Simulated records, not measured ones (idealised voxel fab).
Process module heading - voxel air gaps
For reference, the cross-section in this document is cut, with width 165 nm and square cells of 5 nm.
Throughout this document, each cross-section is represented as a grid of square cells and is presented as a sequence of bands enumerated from the top downward, where a band comprises one or more rows of cells.
First you get the band's top height and its bottom height, in nm, and then the materials it's made of, left to right, with each width in nm. If you see a single material with "edge to edge", that one covers the band edge to edge. "blank" is empty space.
Height 0 is the level under which the wafer as received is all one material. The lowest band goes on downwards, as in "top 0, no bottom".
Per-row width for "30->40": begins at first number (top row of band), ends at second number (bottom row), increment between rows held constant.
You'll sometimes find "remained unchanged" written for a step, and that's the way of saying that nowhere in the cross-section did a cell change during that step.
Basically, "Closed cavity list" tells you about the enclosed voids: empty spaces with no open way to the top, 8 cells or bigger, each written width x height at distance, where distance is from the left edge, all in nm.
Step line, after settings: the simulator's comment on this step.
On any step carrying a mask, the "overlay nm" setting, if present on the step's line, tells how far right of its planned place the mask lay; negative values point to the left.
[Planned process steps]
1: RECEIVE [material Si]
2: CONFORMAL_DEP [material SiO2] [thk nm 10]
3: CONFORMAL_DEP [material SiN] [thk nm 5]
4: DIRECTIONAL_DEP [material lowk] [thk nm 35]
5: PATTERN [tone open] [mask id LINES] [material resist] [width nm 15] [pitch nm 45] [thk nm 20] [overlay nm 0]
6: DIRECTIONAL_ETCH [etch materials lowk] [depth nm 35]
7: STRIP [etch materials resist]
8: CONFORMAL_DEP [material TiN] [thk nm 5]
9: FILL_DEP [material Ru] [thk nm 5]
10: CMP [height nm 50]
11: EPI [material Ru] [thk nm 10]
12: SELECTIVE_ETCH [etch materials lowk] [depth nm 45]
13: CONFORMAL_DEP [material SiCN] [thk nm 5]
[Cross-section of the incoming wafer, state after step 1]
top 0, no bottom | Si edge to edge
Closed cavity list: none
[End state of the module in cross-section, given the above starting point and plan and one mistake in execution]
top 65, bottom 60 | SiCN edge to edge
top 60, bottom 50 | Ru edge to edge
top 50, bottom 20 | Ru 25, TiN 5, lowk 15, TiN 5, Ru 20, TiN 5, lowk 15, TiN 5, Ru 20, TiN 5, lowk 15, TiN 5, Ru 25
top 20, bottom 15 | TiN 30, lowk 15, TiN 30, lowk 15, TiN 30, lowk 15, TiN 30
top 15, bottom 10 | SiN edge to edge
top 10, bottom 0 | SiO2 edge to edge
top 0, no bottom | Si edge to edge
Closed cavity list: none
Heads up, the wafer didn't run the way we planned it: for step 5, the planned setting was not used; the step was instead run as PATTERN [tone cover] [mask id LINES] [material resist] [width nm 15] [pitch nm 45] [thk nm 20] [overlay nm 0]
